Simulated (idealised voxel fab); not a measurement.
Process module, titled voxel gate over fins
cross-section cut | 225 nm wide | cells 5 nm
When this document writes out a cross-section, it uses a grid of square cells and lists it as bands, beginning at the top and moving down, with a band standing for one or more rows of cells.
Band: top and bottom heights (nm) first, top before bottom; then materials from left to right, widths in nm. "full width" marks a sole material filling the band edge to edge. "blank" denotes empty space.
Heights are expressed relative to 0, this being the level below which the as-received wafer comprises one material exclusively. The lowest band is unbounded in the downward direction and is denoted as in "0 -> down".
Per-row width for "30->40": begins at first number (top row of band), ends at second number (bottom row), increment between rows held constant.
No cell of the cross-section changed in a step that is given as "stayed the same".
"Completely enclosed voids": empty spaces of 8 cells or more with no open way to the top, each given as width x height at distance, distance from the left edge, all in nm.
Where a step's line continues beyond its settings, the continuation is a remark by the simulator itself on that step.
A step line may carry the setting "overlay nm", which, for steps involving a mask, states the distance by which the mask lay to the right of its intended position; negative values denote displacement to the left.
-- The following list gives the planned process steps
1: op RECEIVE | material Si
2: op CONFORMAL_DEP | material SiN | thk nm 10
3: op PATTERN | tone cover | mask id FINS | material resist | width nm 15 | pitch nm 35 | thk nm 20 | overlay nm 0
4: op DIRECTIONAL_ETCH | etch materials SiN | depth nm 10
5: op DIRECTIONAL_ETCH | etch materials Si | depth nm 30
6: op STRIP | etch materials resist
7: op OXIDIZE | depth nm 5
8: op FILL_DEP | material SiO2 | thk nm 10
9: op CMP | height nm 10
10: op SELECTIVE_ETCH | etch materials SiO2 | depth nm 25
11: op STRIP | etch materials SiN
12: op CONFORMAL_DEP | material HfO2 | thk nm 5
13: op CONFORMAL_DEP | material TiN | thk nm 5
14: op CONFORMAL_DEP | material TiAl | thk nm 5
15: op CONFORMAL_DEP | material TiN | thk nm 5
16: op FILL_DEP | material W | thk nm 15
17: op CMP | height nm 30
18: op CONFORMAL_DEP | material SiN | thk nm 10
-- Cross-sectional view of the wafer in its as-received condition, corresponding to the state after step 1
0 -> down  Si full width
Completely enclosed voids: none
-- First of two wafers at the end of the module, shown in cross-section; run carried out as planned
40 -> 30  SiN full width
30 -> 20  W full width
20 -> 15  W 55 | TiN 115 | W 55
15 -> 10  W 55 | TiN 5 | TiAl 105 | TiN 5 | W 55
10 -> 5  W 55 | TiN 5 | TiAl 5 | TiN 25 | TiAl 10 | TiN 25 | TiAl 10 | TiN 25 | TiAl 5 | TiN 5 | W 55
5 -> 0  TiN 60 | TiAl 5 | TiN 5 | HfO2 15 | TiN 5 | TiAl 10 | TiN 5 | HfO2 15 | TiN 5 | TiAl 10 | TiN 5 | HfO2 15 | TiN 5 | TiAl 5 | TiN 60
0 -> -5  TiAl 65 | TiN 5 | HfO2 5 | Si 5 | HfO2 5 | TiN 5 | TiAl 10 | TiN 5 | HfO2 5 | Si 5 | HfO2 5 | TiN 5 | TiAl 10 | TiN 5 | HfO2 5 | Si 5 | HfO2 5 | TiN 5 | TiAl 65
-5 -> -10  TiN 70 | HfO2 5 | Si 5 | HfO2 5 | TiN 20 | HfO2 5 | Si 5 | HfO2 5 | TiN 20 | HfO2 5 | Si 5 | HfO2 5 | TiN 70
-10 -> -15  HfO2 75 | Si 5 | HfO2 30 | Si 5 | HfO2 30 | Si 5 | HfO2 75
-15 -> -35  SiO2 75 | Si 5 | SiO2 30 | Si 5 | SiO2 30 | Si 5 | SiO2 75
-35 -> down  Si full width
Completely enclosed voids: none
-- second wafer at the end: like start, like plan, one mistake
40 -> 30  SiN full width
30 -> 20  W full width
20 -> 15  W 55 | TiN 115 | W 55
15 -> 10  W 55 | TiN 5 | SiN 105 | TiN 5 | W 55
10 -> 5  W 55 | TiN 5 | SiN 5 | TiN 25 | SiN 10 | TiN 25 | SiN 10 | TiN 25 | SiN 5 | TiN 5 | W 55
5 -> 0  TiN 60 | SiN 5 | TiN 5 | HfO2 15 | TiN 5 | SiN 10 | TiN 5 | HfO2 15 | TiN 5 | SiN 10 | TiN 5 | HfO2 15 | TiN 5 | SiN 5 | TiN 60
0 -> -5  SiN 65 | TiN 5 | HfO2 5 | Si 5 | HfO2 5 | TiN 5 | SiN 10 | TiN 5 | HfO2 5 | Si 5 | HfO2 5 | TiN 5 | SiN 10 | TiN 5 | HfO2 5 | Si 5 | HfO2 5 | TiN 5 | SiN 65
-5 -> -10  TiN 70 | HfO2 5 | Si 5 | HfO2 5 | TiN 20 | HfO2 5 | Si 5 | HfO2 5 | TiN 20 | HfO2 5 | Si 5 | HfO2 5 | TiN 70
-10 -> -15  HfO2 75 | Si 5 | HfO2 30 | Si 5 | HfO2 30 | Si 5 | HfO2 75
-15 -> -35  SiO2 75 | Si 5 | SiO2 30 | Si 5 | SiO2 30 | Si 5 | SiO2 75
-35 -> down  Si full width
Completely enclosed voids: none
In executing the process, a mistake was made relative to the plan: step 14 went in with a setting other than planned; the actual run was op CONFORMAL_DEP | material SiN | thk nm 5
Counted in cells at the end, the second wafer holds more or fewer of these materials than the first: SiN: 63 more | TiAl: 63 fewer
